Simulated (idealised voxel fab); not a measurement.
A process module follows: voxel transistor to metal.
Square cell edge 5 nm, section width 170 nm, ID cut.
Bands, listed from the top down, are how a cross-section gets written in this document; the cross-section itself is a grid of square cells, and a band is one or more rows of them. This entry defines a band. It first specifies the height of the band's top and the height of its bottom in nm, and then specifies the band's materials from left to right, stating each material with its width in nm. The word "all across" identifies a single material that fills the band from edge to edge, while the word "blank" identifies empty space. Beneath 0, the wafer as received is one material, and that level is where height counting begins. The lowest band goes on downward without a bottom; it is written like "from 0 down". You'd read "30->40" like this: the band's top row of cells is as wide as the first number, its bottom row is as wide as the second, and going down, every row changes width by the same amount as the row before did. The designation "changes: none", where it is given for a processing step, indicates that no cell of the cross-section was altered in the course of that step. Listed in "Closed void inventory": every empty space of 8 or more cells without an open way to the top. Form: width x height at distance, the distance being from the left edge, all in nm. Post-settings text on a step line: simulator's own remark regarding the step. overlay nm: how far to the right of its planned place the mask lay on this masked step (negative: to the left). Read the rest as pairs. Take the cross-section before one process step, then the cross-section after it, which shows only down to the lowest band that changed. Under the pair, find the step between them and its settings. Bear in mind that pairs may come from different runs of this module on the same starting wafer: link a pair to the pair above it only where its entry headed "Preceding state" says to.
### Preceding state
    from 40 to 25  30 nm SiO2, 20 nm blank, 70 nm SiO2, 20 nm blank, 30 nm SiO2
    from 25 to 10  30 nm SiO2, 20 nm blank, 5 nm SiO2, 10 nm SiN, 5 nm HfO2, 5 nm TiN, 20 nm W, 5 nm TiN, 5 nm HfO2, 10 nm SiN, 5 nm SiO2, 20 nm blank, 30 nm SiO2
    from 10 to 5  20 nm SiO2, 10 nm SiN, 20 nm blank, 5 nm SiO2, 10 nm SiN, 5 nm HfO2, 5 nm TiN, 20 nm W, 5 nm TiN, 5 nm HfO2, 10 nm SiN, 5 nm SiO2, 20 nm blank, 10 nm SiN, 20 nm SiO2
    from 5 to 0  20 nm SiO2, 10 nm SiN, 20 nm blank, 5 nm SiO2, 10 nm SiN, 5 nm HfO2, 30 nm TiN, 5 nm HfO2, 10 nm SiN, 5 nm SiO2, 20 nm blank, 10 nm SiN, 20 nm SiO2
    from 0 to -5  30 nm SiO2, 25 nm pSi, 10 nm SiO2, 40 nm HfO2, 10 nm SiO2, 25 nm pSi, 30 nm SiO2
    from -5 to -45  25 nm SiO2, 120 nm Si, 25 nm SiO2
    from -45 down  Si all across
    Closed void inventory: none
### after
    from 45 to 40  35 nm TiN, 10 nm blank, 80 nm TiN, 10 nm blank, 35 nm TiN
    from 40 to 25  30 nm SiO2, 5 nm TiN, 10 nm blank, 5 nm TiN, 70 nm SiO2, 5 nm TiN, 10 nm blank, 5 nm TiN, 30 nm SiO2
    from 25 to 10  30 nm SiO2, 5 nm TiN, 10 nm blank, 5 nm TiN, 5 nm SiO2, 10 nm SiN, 5 nm HfO2, 5 nm TiN, 20 nm W, 5 nm TiN, 5 nm HfO2, 10 nm SiN, 5 nm SiO2, 5 nm TiN, 10 nm blank, 5 nm TiN, 30 nm SiO2
    from 10 to 5  20 nm SiO2, 10 nm SiN, 5 nm TiN, 10 nm blank, 5 nm TiN, 5 nm SiO2, 10 nm SiN, 5 nm HfO2, 5 nm TiN, 20 nm W, 5 nm TiN, 5 nm HfO2, 10 nm SiN, 5 nm SiO2, 5 nm TiN, 10 nm blank, 5 nm TiN, 10 nm SiN, 20 nm SiO2
    from 5 to 0  20 nm SiO2, 10 nm SiN, 20 nm TiN, 5 nm SiO2, 10 nm SiN, 5 nm HfO2, 30 nm TiN, 5 nm HfO2, 10 nm SiN, 5 nm SiO2, 20 nm TiN, 10 nm SiN, 20 nm SiO2
    Unchanged below 0.
    Closed void inventory: none
Process step separating the two views above: CONFORMAL_DEP | material TiN | thk nm 5
Preceding state: Reference is made to the cross-section shown after the step in the pair directly above, which represents the state prior to this step.
### after
    from 50 to 45  Ru all across
    from 45 to 40  35 nm TiN, 10 nm Ru, 80 nm TiN, 10 nm Ru, 35 nm TiN
    from 40 to 25  30 nm SiO2, 5 nm TiN, 10 nm Ru, 5 nm TiN, 70 nm SiO2, 5 nm TiN, 10 nm Ru, 5 nm TiN, 30 nm SiO2
    from 25 to 10  30 nm SiO2, 5 nm TiN, 10 nm Ru, 5 nm TiN, 5 nm SiO2, 10 nm SiN, 5 nm HfO2, 5 nm TiN, 20 nm W, 5 nm TiN, 5 nm HfO2, 10 nm SiN, 5 nm SiO2, 5 nm TiN, 10 nm Ru, 5 nm TiN, 30 nm SiO2
    from 10 to 5  20 nm SiO2, 10 nm SiN, 5 nm TiN, 10 nm Ru, 5 nm TiN, 5 nm SiO2, 10 nm SiN, 5 nm HfO2, 5 nm TiN, 20 nm W, 5 nm TiN, 5 nm HfO2, 10 nm SiN, 5 nm SiO2, 5 nm TiN, 10 nm Ru, 5 nm TiN, 10 nm SiN, 20 nm SiO2
    Unchanged below 5.
    Closed void inventory: none
Process step separating the two views above: FILL_DEP | material Ru | thk nm 5
Preceding state: Reference is made to the cross-section shown after the step in the pair directly above, which represents the state prior to this step.
### after
    from 40 to 25  30 nm SiO2, 5 nm TiN, 10 nm Ru, 5 nm TiN, 70 nm SiO2, 5 nm TiN, 10 nm Ru, 5 nm TiN, 30 nm SiO2
    Unchanged below 25.
    Closed void inventory: none
Process step separating the two views above: CMP | height nm 40
Preceding state: Reference is made to the cross-section shown after the step in the pair directly above, which represents the state prior to this step.
### after
    from 45 to 40  SiN all across
    Unchanged below 40.
    Closed void inventory: none
Process step separating the two views above: CONFORMAL_DEP | material SiN | thk nm 5
Preceding state: Reference is made to the cross-section shown after the step in the pair directly above, which represents the state prior to this step.
### after
    from 60 to 45  lowk all across
    Unchanged below 45.
    Closed void inventory: none
Process step separating the two views above: DIRECTIONAL_DEP | material lowk | thk nm 15
Preceding state: Reference is made to the cross-section shown after the step in the pair directly above, which represents the state prior to this step.
### after
    from 80 to 60  30 nm resist, 20 nm blank, 70 nm resist, 20 nm blank, 30 nm resist
    Unchanged below 60.
    Closed void inventory: none
Process step separating the two views above: PATTERN | tone open | mask id METAL_1 | material resist | width nm 20 | pitch nm 90 | thk nm 20 | overlay nm 0
Preceding state: Reference is made to the cross-section shown after the step in the pair directly above, which represents the state prior to this step.
### after
    from 80 to 60  30 nm resist, 20 nm blank, 70 nm resist, 20 nm blank, 30 nm resist
    from 60 to 45  30 nm lowk, 20 nm blank, 70 nm lowk, 20 nm blank, 30 nm lowk
    Unchanged below 45.
    Closed void inventory: none
Process step separating the two views above: DIRECTIONAL_ETCH | etch materials lowk | depth nm 15
Preceding state: Reference is made to the cross-section shown after the step in the pair directly above, which represents the state prior to this step.
### after
    from 80 to 60  30 nm resist, 20 nm blank, 70 nm resist, 20 nm blank, 30 nm resist
    from 60 to 45  30 nm lowk, 20 nm blank, 70 nm lowk, 20 nm blank, 30 nm lowk
    from 45 to 40  30 nm SiN, 20 nm blank, 70 nm SiN, 20 nm blank, 30 nm SiN
    Unchanged below 40.
    Closed void inventory: none
Process step separating the two views above: DIRECTIONAL_ETCH | etch materials SiN | depth nm 5
Preceding state: Reference is made to the cross-section shown after the step in the pair directly above, which represents the state prior to this step.
### after
    from 60 to 45  30 nm lowk, 20 nm blank, 70 nm lowk, 20 nm blank, 30 nm lowk
    Unchanged below 45.
    Closed void inventory: none
Process step separating the two views above: STRIP | etch materials resist
Preceding state: Reference is made to the cross-section shown after the step in the pair directly above, which represents the state prior to this step.
### after
    from 65 to 60  35 nm TiN, 10 nm blank, 80 nm TiN, 10 nm blank, 35 nm TiN
    from 60 to 45  30 nm lowk, 5 nm TiN, 10 nm blank, 5 nm TiN, 70 nm lowk, 5 nm TiN, 10 nm blank, 5 nm TiN, 30 nm lowk
    from 45 to 40  30 nm SiN, 20 nm TiN, 70 nm SiN, 20 nm TiN, 30 nm SiN
    Unchanged below 40.
    Closed void inventory: none
Process step separating the two views above: CONFORMAL_DEP | material TiN | thk nm 5
Preceding state: Reference is made to the cross-section shown after the step in the pair directly above, which represents the state prior to this step.
### after
    from 70 to 65  Cu all across
    from 65 to 60  35 nm TiN, 10 nm Cu, 80 nm TiN, 10 nm Cu, 35 nm TiN
    from 60 to 45  30 nm lowk, 5 nm TiN, 10 nm Cu, 5 nm TiN, 70 nm lowk, 5 nm TiN, 10 nm Cu, 5 nm TiN, 30 nm lowk
    Unchanged below 45.
    Closed void inventory: none
Process step separating the two views above: FILL_DEP | material Cu | thk nm 5
Preceding state: Reference is made to the cross-section shown after the step in the pair directly above, which represents the state prior to this step.
### after
    from 60 to 45  30 nm lowk, 5 nm TiN, 10 nm Cu, 5 nm TiN, 70 nm lowk, 5 nm TiN, 10 nm Cu, 5 nm TiN, 30 nm lowk
    Unchanged below 45.
    Closed void inventory: none
Process step separating the two views above: CMP | height nm 60
Preceding state: Reference is made to the cross-section shown after the step in the pair directly above, which represents the state prior to this step.
### after
    from 65 to 60  SiCN all across
    Unchanged below 60.
    Closed void inventory: none
Process step separating the two views above: CONFORMAL_DEP | material SiCN | thk nm 5
Preceding state: Reference is made to the cross-section shown after the step in the pair directly above, which represents the state prior to this step.
### after
    from 95 to 65  SiO2 all across
    Unchanged below 65.
    Closed void inventory: none
Process step separating the two views above: DIRECTIONAL_DEP | material SiO2 | thk nm 30
Preceding state: Reference is made to the cross-section shown after the step in the pair directly above, which represents the state prior to this step.
### after
    from 115 to 95  30 nm resist, 20 nm blank, 70 nm resist, 20 nm blank, 30 nm resist
    Unchanged below 95.
    Closed void inventory: none
Process step separating the two views above: PATTERN | tone open | mask id METAL_2 | material resist | width nm 20 | pitch nm 90 | thk nm 20 | overlay nm 0
Preceding state: Reference is made to the cross-section shown after the step in the pair directly above, which represents the state prior to this step.
### after
    from 115 to 95  30 nm resist, 20 nm blank, 70 nm resist, 20 nm blank, 30 nm resist
    from 95 to 75  30 nm SiO2, 20 nm blank, 70 nm SiO2, 20 nm blank, 30 nm SiO2
    Unchanged below 75.
    Closed void inventory: none
Process step separating the two views above: DIRECTIONAL_ETCH | etch materials SiO2 | depth nm 20
Preceding state: Reference is made to the cross-section shown after the step in the pair directly above, which represents the state prior to this step.
### after
    from 95 to 75  30 nm SiO2, 20 nm blank, 70 nm SiO2, 20 nm blank, 30 nm SiO2
    Unchanged below 75.
    Closed void inventory: none
Process step separating the two views above: STRIP | etch materials resist
Preceding state: Reference is made to the cross-section shown after the step in the pair directly above, which represents the state prior to this step.
### after
    from 105 to 95  30 nm aC, 20 nm blank, 70 nm aC, 20 nm blank, 30 nm aC
    from 95 to 85  30 nm SiO2, 20 nm blank, 70 nm SiO2, 20 nm blank, 30 nm SiO2
    from 85 to 75  30 nm SiO2, 20 nm aC, 70 nm SiO2, 20 nm aC, 30 nm SiO2
    Unchanged below 75.
    Closed void inventory: none
Process step separating the two views above: DIRECTIONAL_DEP | material aC | thk nm 10
Preceding state: Reference is made to the cross-section shown after the step in the pair directly above, which represents the state prior to this step.
### after
    from 135 to 105  30 nm resist, 15 nm blank, 75 nm resist, 15 nm blank, 35 nm resist
    from 105 to 95  30 nm aC, 15 nm blank, 5 nm resist, 70 nm aC, 15 nm blank, 5 nm resist, 30 nm aC
    from 95 to 85  30 nm SiO2, 15 nm blank, 5 nm resist, 70 nm SiO2, 15 nm blank, 5 nm resist, 30 nm SiO2
    Unchanged below 85.
    Closed void inventory: none
Process step separating the two views above: PATTERN | tone open | mask id METAL_2_HOLES | material resist | width nm 15 | pitch nm 90 | thk nm 30 | overlay nm 0
Preceding state: Reference is made to the cross-section shown after the step in the pair directly above, which represents the state prior to this step.
### after
    from 125 to 105  30 nm resist, 15 nm blank, 75 nm resist, 15 nm blank, 35 nm resist
    from 105 to 95  30 nm aC, 15 nm blank, 5 nm resist, 70 nm aC, 15 nm blank, 5 nm resist, 30 nm aC
    from 95 to 85  30 nm SiO2, 15 nm blank, 5 nm resist, 70 nm SiO2, 15 nm blank, 5 nm resist, 30 nm SiO2
    from 85 to 75  30 nm SiO2, 15 nm blank, 5 nm aC, 70 nm SiO2, 15 nm blank, 5 nm aC, 30 nm SiO2
    Unchanged below 75.
    Closed void inventory: none
Process step separating the two views above: DIRECTIONAL_ETCH | etch materials aC | depth nm 10
Preceding state: Reference is made to the cross-section shown after the step in the pair directly above, which represents the state prior to this step.
### after
    from 105 to 95  30 nm aC, 20 nm blank, 70 nm aC, 20 nm blank, 30 nm aC
    from 95 to 85  30 nm SiO2, 20 nm blank, 70 nm SiO2, 20 nm blank, 30 nm SiO2
    Unchanged below 85.
    Closed void inventory: none
Process step separating the two views above: STRIP | etch materials resist
Preceding state: Reference is made to the cross-section shown after the step in the pair directly above, which represents the state prior to this step.
### after
    from 105 to 95  30 nm aC, 20 nm blank, 70 nm aC, 20 nm blank, 30 nm aC
    from 95 to 85  30 nm SiO2, 20 nm blank, 70 nm SiO2, 20 nm blank, 30 nm SiO2
    from 85 to 75  30 nm SiO2, 15 nm blank, 5 nm aC, 70 nm SiO2, 15 nm blank, 5 nm aC, 30 nm SiO2
    from 75 to 65  30 nm SiO2, 15 nm blank, 75 nm SiO2, 15 nm blank, 35 nm SiO2
    Unchanged below 65.
    Closed void inventory: none
Process step separating the two views above: DIRECTIONAL_ETCH | etch materials SiO2 | depth nm 10
Preceding state: Reference is made to the cross-section shown after the step in the pair directly above, which represents the state prior to this step.
### after
    from 105 to 95  30 nm aC, 20 nm blank, 70 nm aC, 20 nm blank, 30 nm aC
    from 95 to 85  30 nm SiO2, 20 nm blank, 70 nm SiO2, 20 nm blank, 30 nm SiO2
    from 85 to 75  30 nm SiO2, 15 nm blank, 5 nm aC, 70 nm SiO2, 15 nm blank, 5 nm aC, 30 nm SiO2
    from 75 to 65  30 nm SiO2, 15 nm blank, 75 nm SiO2, 15 nm blank, 35 nm SiO2
    from 65 to 60  30 nm SiCN, 15 nm blank, 75 nm SiCN, 15 nm blank, 35 nm SiCN
    Unchanged below 60.
    Closed void inventory: none
Process step separating the two views above: DIRECTIONAL_ETCH | etch materials SiCN | depth nm 5
Preceding state: Reference is made to the cross-section shown after the step in the pair directly above, which represents the state prior to this step.
### after
    from 95 to 75  30 nm SiO2, 20 nm blank, 70 nm SiO2, 20 nm blank, 30 nm SiO2
    Unchanged below 75.
    Closed void inventory: none
Process step separating the two views above: STRIP | etch materials aC
Preceding state: Reference is made to the cross-section shown after the step in the pair directly above, which represents the state prior to this step.
### after
    from 100 to 95  35 nm TiN, 10 nm blank, 80 nm TiN, 10 nm blank, 35 nm TiN
    from 95 to 80  30 nm SiO2, 5 nm TiN, 10 nm blank, 5 nm TiN, 70 nm SiO2, 5 nm TiN, 10 nm blank, 5 nm TiN, 30 nm SiO2
    from 80 to 75  30 nm SiO2, 5 nm TiN, 5 nm blank, 10 nm TiN, 70 nm SiO2, 5 nm TiN, 5 nm blank, 10 nm TiN, 30 nm SiO2
    from 75 to 65  30 nm SiO2, 5 nm TiN, 5 nm blank, 5 nm TiN, 75 nm SiO2, 5 nm TiN, 5 nm blank, 5 nm TiN, 35 nm SiO2
    from 65 to 60  30 nm SiCN, 15 nm TiN, 75 nm SiCN, 15 nm TiN, 35 nm SiCN
    Unchanged below 60.
    Closed void inventory: none
Process step separating the two views above: CONFORMAL_DEP | material TiN | thk nm 5
Preceding state: Reference is made to the cross-section shown after the step in the pair directly above, which represents the state prior to this step.
### after
    from 110 to 100  Cu all across
    from 100 to 95  35 nm TiN, 10 nm Cu, 80 nm TiN, 10 nm Cu, 35 nm TiN
    from 95 to 80  30 nm SiO2, 5 nm TiN, 10 nm Cu, 5 nm TiN, 70 nm SiO2, 5 nm TiN, 10 nm Cu, 5 nm TiN, 30 nm SiO2
    from 80 to 75  30 nm SiO2, 5 nm TiN, 5 nm Cu, 10 nm TiN, 70 nm SiO2, 5 nm TiN, 5 nm Cu, 10 nm TiN, 30 nm SiO2
    from 75 to 65  30 nm SiO2, 5 nm TiN, 5 nm Cu, 5 nm TiN, 75 nm SiO2, 5 nm TiN, 5 nm Cu, 5 nm TiN, 35 nm SiO2
    Unchanged below 65.
    Closed void inventory: none
Process step separating the two views above: FILL_DEP | material Cu | thk nm 10
Preceding state: Reference is made to the cross-section shown after the step in the pair directly above, which represents the state prior to this step.
### after
    from 95 to 80  30 nm SiO2, 5 nm TiN, 10 nm Cu, 5 nm TiN, 70 nm SiO2, 5 nm TiN, 10 nm Cu, 5 nm TiN, 30 nm SiO2
    Unchanged below 80.
    Closed void inventory: none
Process step separating the two views above: CMP | height nm 95
Preceding state: Reference is made to the cross-section shown after the step in the pair directly above, which represents the state prior to this step.
### after
    from 100 to 95  SiCN all across
    Unchanged below 95.
    Closed void inventory: none
Process step separating the two views above: CONFORMAL_DEP | material SiCN | thk nm 5
### Preceding state
    from 60 to 45  lowk all across
    from 45 to 40  SiN all across
    from 40 to 25  30 nm SiO2, 5 nm TiN, 10 nm Ru, 5 nm TiN, 70 nm SiO2, 5 nm TiN, 10 nm Ru, 5 nm TiN, 30 nm SiO2
    from 25 to 10  30 nm SiO2, 5 nm TiN, 10 nm Ru, 5 nm TiN, 5 nm SiO2, 10 nm SiN, 5 nm HfO2, 5 nm TiN, 20 nm W, 5 nm TiN, 5 nm HfO2, 10 nm SiN, 5 nm SiO2, 5 nm TiN, 10 nm Ru, 5 nm TiN, 30 nm SiO2
    from 10 to 5  20 nm SiO2, 10 nm SiN, 5 nm TiN, 10 nm Ru, 5 nm TiN, 5 nm SiO2, 10 nm SiN, 5 nm HfO2, 5 nm TiN, 20 nm W, 5 nm TiN, 5 nm HfO2, 10 nm SiN, 5 nm SiO2, 5 nm TiN, 10 nm Ru, 5 nm TiN, 10 nm SiN, 20 nm SiO2
    from 5 to 0  20 nm SiO2, 10 nm SiN, 20 nm TiN, 5 nm SiO2, 10 nm SiN, 5 nm HfO2, 30 nm TiN, 5 nm HfO2, 10 nm SiN, 5 nm SiO2, 20 nm TiN, 10 nm SiN, 20 nm SiO2
    from 0 to -5  30 nm SiO2, 25 nm pSi, 10 nm SiO2, 40 nm HfO2, 10 nm SiO2, 25 nm pSi, 30 nm SiO2
    from -5 to -35  25 nm SiO2, 120 nm Si, 25 nm SiO2
    from -35 down  Si all across
    Closed void inventory: none
### after
    from 80 to 60  35 nm resist, 15 nm blank, 75 nm resist, 15 nm blank, 30 nm resist
    Unchanged below 60.
    Closed void inventory: none
Process step separating the two views above: PATTERN | tone open | mask id METAL_1 | material resist | width nm 15 | pitch nm 90 | thk nm 20 | overlay nm 0
Preceding state: Reference is made to the cross-section shown after the step in the pair directly above, which represents the state prior to this step.
### after
    from 80 to 60  35 nm resist, 15 nm blank, 75 nm resist, 15 nm blank, 30 nm resist
    from 60 to 45  35 nm lowk, 15 nm blank, 75 nm lowk, 15 nm blank, 30 nm lowk
    Unchanged below 45.
    Closed void inventory: none
Process step separating the two views above: DIRECTIONAL_ETCH | etch materials lowk | depth nm 15
Preceding state: Reference is made to the cross-section shown after the step in the pair directly above, which represents the state prior to this step.
### after
    from 80 to 60  35 nm resist, 15 nm blank, 75 nm resist, 15 nm blank, 30 nm resist
    from 60 to 45  35 nm lowk, 15 nm blank, 75 nm lowk, 15 nm blank, 30 nm lowk
    from 45 to 40  35 nm SiN, 15 nm blank, 75 nm SiN, 15 nm blank, 30 nm SiN
    Unchanged below 40.
    Closed void inventory: none
Process step separating the two views above: DIRECTIONAL_ETCH | etch materials SiN | depth nm 5
Preceding state: Reference is made to the cross-section shown after the step in the pair directly above, which represents the state prior to this step.
### after
    from 60 to 45  35 nm lowk, 15 nm blank, 75 nm lowk, 15 nm blank, 30 nm lowk
    Unchanged below 45.
    Closed void inventory: none
Process step separating the two views above: STRIP | etch materials resist
Preceding state: Reference is made to the cross-section shown after the step in the pair directly above, which represents the state prior to this step.
### after
    from 65 to 60  40 nm TiN, 5 nm blank, 85 nm TiN, 5 nm blank, 35 nm TiN
    from 60 to 45  35 nm lowk, 5 nm TiN, 5 nm blank, 5 nm TiN, 75 nm lowk, 5 nm TiN, 5 nm blank, 5 nm TiN, 30 nm lowk
    from 45 to 40  35 nm SiN, 15 nm TiN, 75 nm SiN, 15 nm TiN, 30 nm SiN
    Unchanged below 40.
    Closed void inventory: none
Process step separating the two views above: CONFORMAL_DEP | material TiN | thk nm 5
Preceding state: Reference is made to the cross-section shown after the step in the pair directly above, which represents the state prior to this step.
### after
    from 70 to 65  Cu all across
    from 65 to 60  40 nm TiN, 5 nm Cu, 85 nm TiN, 5 nm Cu, 35 nm TiN
    from 60 to 45  35 nm lowk, 5 nm TiN, 5 nm Cu, 5 nm TiN, 75 nm lowk, 5 nm TiN, 5 nm Cu, 5 nm TiN, 30 nm lowk
    Unchanged below 45.
    Closed void inventory: none
Process step separating the two views above: FILL_DEP | material Cu | thk nm 5
Preceding state: Reference is made to the cross-section shown after the step in the pair directly above, which represents the state prior to this step.
### after
    from 60 to 45  35 nm lowk, 5 nm TiN, 5 nm Cu, 5 nm TiN, 75 nm lowk, 5 nm TiN, 5 nm Cu, 5 nm TiN, 30 nm lowk
    Unchanged below 45.
    Closed void inventory: none
Process step separating the two views above: CMP | height nm 60
Preceding state: Reference is made to the cross-section shown after the step in the pair directly above, which represents the state prior to this step.
### after
    from 65 to 60  SiCN all across
    Unchanged below 60.
    Closed void inventory: none
Process step separating the two views above: CONFORMAL_DEP | material SiCN | thk nm 5
Preceding state: Reference is made to the cross-section shown after the step in the pair directly above, which represents the state prior to this step.
### after
    from 95 to 65  SiO2 all across
    Unchanged below 65.
    Closed void inventory: none
Process step separating the two views above: DIRECTIONAL_DEP | material SiO2 | thk nm 30
Preceding state: Reference is made to the cross-section shown after the step in the pair directly above, which represents the state prior to this step.
### after
    from 115 to 95  30 nm resist, 20 nm blank, 70 nm resist, 20 nm blank, 30 nm resist
    Unchanged below 95.
    Closed void inventory: none
Process step separating the two views above: PATTERN | tone open | mask id METAL_2 | material resist | width nm 20 | pitch nm 90 | thk nm 20 | overlay nm 0
Preceding state: Reference is made to the cross-section shown after the step in the pair directly above, which represents the state prior to this step.
### after
    from 115 to 95  30 nm resist, 20 nm blank, 70 nm resist, 20 nm blank, 30 nm resist
    from 95 to 75  30 nm SiO2, 20 nm blank, 70 nm SiO2, 20 nm blank, 30 nm SiO2
    Unchanged below 75.
    Closed void inventory: none
Process step separating the two views above: DIRECTIONAL_ETCH | etch materials SiO2 | depth nm 20
Preceding state: Reference is made to the cross-section shown after the step in the pair directly above, which represents the state prior to this step.
### after
    from 95 to 75  30 nm SiO2, 20 nm blank, 70 nm SiO2, 20 nm blank, 30 nm SiO2
    Unchanged below 75.
    Closed void inventory: none
Process step separating the two views above: STRIP | etch materials resist
Preceding state: Reference is made to the cross-section shown after the step in the pair directly above, which represents the state prior to this step.
### after
    from 105 to 95  30 nm aC, 20 nm blank, 70 nm aC, 20 nm blank, 30 nm aC
    from 95 to 85  30 nm SiO2, 20 nm blank, 70 nm SiO2, 20 nm blank, 30 nm SiO2
    from 85 to 75  30 nm SiO2, 20 nm aC, 70 nm SiO2, 20 nm aC, 30 nm SiO2
    Unchanged below 75.
    Closed void inventory: none
Process step separating the two views above: DIRECTIONAL_DEP | material aC | thk nm 10
Preceding state: Reference is made to the cross-section shown after the step in the pair directly above, which represents the state prior to this step.
### after
    from 135 to 105  30 nm resist, 15 nm blank, 75 nm resist, 15 nm blank, 35 nm resist
    from 105 to 95  30 nm aC, 15 nm blank, 5 nm resist, 70 nm aC, 15 nm blank, 5 nm resist, 30 nm aC
    from 95 to 85  30 nm SiO2, 15 nm blank, 5 nm resist, 70 nm SiO2, 15 nm blank, 5 nm resist, 30 nm SiO2
    Unchanged below 85.
    Closed void inventory: none
Process step separating the two views above: PATTERN | tone open | mask id METAL_2_HOLES | material resist | width nm 15 | pitch nm 90 | thk nm 30 | overlay nm 0
Preceding state: Reference is made to the cross-section shown after the step in the pair directly above, which represents the state prior to this step.
### after
    from 125 to 105  30 nm resist, 15 nm blank, 75 nm resist, 15 nm blank, 35 nm resist
    from 105 to 95  30 nm aC, 15 nm blank, 5 nm resist, 70 nm aC, 15 nm blank, 5 nm resist, 30 nm aC
    from 95 to 85  30 nm SiO2, 15 nm blank, 5 nm resist, 70 nm SiO2, 15 nm blank, 5 nm resist, 30 nm SiO2
    from 85 to 75  30 nm SiO2, 15 nm blank, 5 nm aC, 70 nm SiO2, 15 nm blank, 5 nm aC, 30 nm SiO2
    Unchanged below 75.
    Closed void inventory: none
Process step separating the two views above: DIRECTIONAL_ETCH | etch materials aC | depth nm 10
Preceding state: Reference is made to the cross-section shown after the step in the pair directly above, which represents the state prior to this step.
### after
    from 105 to 95  30 nm aC, 20 nm blank, 70 nm aC, 20 nm blank, 30 nm aC
    from 95 to 85  30 nm SiO2, 20 nm blank, 70 nm SiO2, 20 nm blank, 30 nm SiO2
    Unchanged below 85.
    Closed void inventory: none
Process step separating the two views above: STRIP | etch materials resist
Preceding state: Reference is made to the cross-section shown after the step in the pair directly above, which represents the state prior to this step.
### after
    from 105 to 95  30 nm aC, 20 nm blank, 70 nm aC, 20 nm blank, 30 nm aC
    from 95 to 85  30 nm SiO2, 20 nm blank, 70 nm SiO2, 20 nm blank, 30 nm SiO2
    from 85 to 75  30 nm SiO2, 15 nm blank, 5 nm aC, 70 nm SiO2, 15 nm blank, 5 nm aC, 30 nm SiO2
    from 75 to 65  30 nm SiO2, 15 nm blank, 75 nm SiO2, 15 nm blank, 35 nm SiO2
    Unchanged below 65.
    Closed void inventory: none
Process step separating the two views above: DIRECTIONAL_ETCH | etch materials SiO2 | depth nm 10
Preceding state: Reference is made to the cross-section shown after the step in the pair directly above, which represents the state prior to this step.
### after
    from 105 to 95  30 nm aC, 20 nm blank, 70 nm aC, 20 nm blank, 30 nm aC
    from 95 to 85  30 nm SiO2, 20 nm blank, 70 nm SiO2, 20 nm blank, 30 nm SiO2
    from 85 to 75  30 nm SiO2, 15 nm blank, 5 nm aC, 70 nm SiO2, 15 nm blank, 5 nm aC, 30 nm SiO2
    from 75 to 65  30 nm SiO2, 15 nm blank, 75 nm SiO2, 15 nm blank, 35 nm SiO2
    from 65 to 60  30 nm SiCN, 15 nm blank, 75 nm SiCN, 15 nm blank, 35 nm SiCN
    Unchanged below 60.
    Closed void inventory: none
Process step separating the two views above: DIRECTIONAL_ETCH | etch materials SiCN | depth nm 5
Preceding state: Reference is made to the cross-section shown after the step in the pair directly above, which represents the state prior to this step.
### after
    from 95 to 75  30 nm SiO2, 20 nm blank, 70 nm SiO2, 20 nm blank, 30 nm SiO2
    Unchanged below 75.
    Closed void inventory: none
Process step separating the two views above: STRIP | etch materials aC
Preceding state: Reference is made to the cross-section shown after the step in the pair directly above, which represents the state prior to this step.
### after
    from 100 to 95  35 nm TiN, 10 nm blank, 80 nm TiN, 10 nm blank, 35 nm TiN
    from 95 to 80  30 nm SiO2, 5 nm TiN, 10 nm blank, 5 nm TiN, 70 nm SiO2, 5 nm TiN, 10 nm blank, 5 nm TiN, 30 nm SiO2
    from 80 to 75  30 nm SiO2, 5 nm TiN, 5 nm blank, 10 nm TiN, 70 nm SiO2, 5 nm TiN, 5 nm blank, 10 nm TiN, 30 nm SiO2
    from 75 to 65  30 nm SiO2, 5 nm TiN, 5 nm blank, 5 nm TiN, 75 nm SiO2, 5 nm TiN, 5 nm blank, 5 nm TiN, 35 nm SiO2
    from 65 to 60  30 nm SiCN, 15 nm TiN, 75 nm SiCN, 15 nm TiN, 35 nm SiCN
    Unchanged below 60.
    Closed void inventory: none
Process step separating the two views above: CONFORMAL_DEP | material TiN | thk nm 5
Preceding state: Reference is made to the cross-section shown after the step in the pair directly above, which represents the state prior to this step.
### after
    from 110 to 100  Cu all across
    from 100 to 95  35 nm TiN, 10 nm Cu, 80 nm TiN, 10 nm Cu, 35 nm TiN
    from 95 to 80  30 nm SiO2, 5 nm TiN, 10 nm Cu, 5 nm TiN, 70 nm SiO2, 5 nm TiN, 10 nm Cu, 5 nm TiN, 30 nm SiO2
    from 80 to 75  30 nm SiO2, 5 nm TiN, 5 nm Cu, 10 nm TiN, 70 nm SiO2, 5 nm TiN, 5 nm Cu, 10 nm TiN, 30 nm SiO2
    from 75 to 65  30 nm SiO2, 5 nm TiN, 5 nm Cu, 5 nm TiN, 75 nm SiO2, 5 nm TiN, 5 nm Cu, 5 nm TiN, 35 nm SiO2
    Unchanged below 65.
    Closed void inventory: none
Process step separating the two views above: FILL_DEP | material Cu | thk nm 10
Preceding state: Reference is made to the cross-section shown after the step in the pair directly above, which represents the state prior to this step.
### after
    from 95 to 80  30 nm SiO2, 5 nm TiN, 10 nm Cu, 5 nm TiN, 70 nm SiO2, 5 nm TiN, 10 nm Cu, 5 nm TiN, 30 nm SiO2
    Unchanged below 80.
    Closed void inventory: none
Process step separating the two views above: CMP | height nm 95
Preceding state: Reference is made to the cross-section shown after the step in the pair directly above, which represents the state prior to this step.
### after
    from 100 to 95  SiCN all across
    Unchanged below 95.
    Closed void inventory: none
Process step separating the two views above: CONFORMAL_DEP | material SiCN | thk nm 5
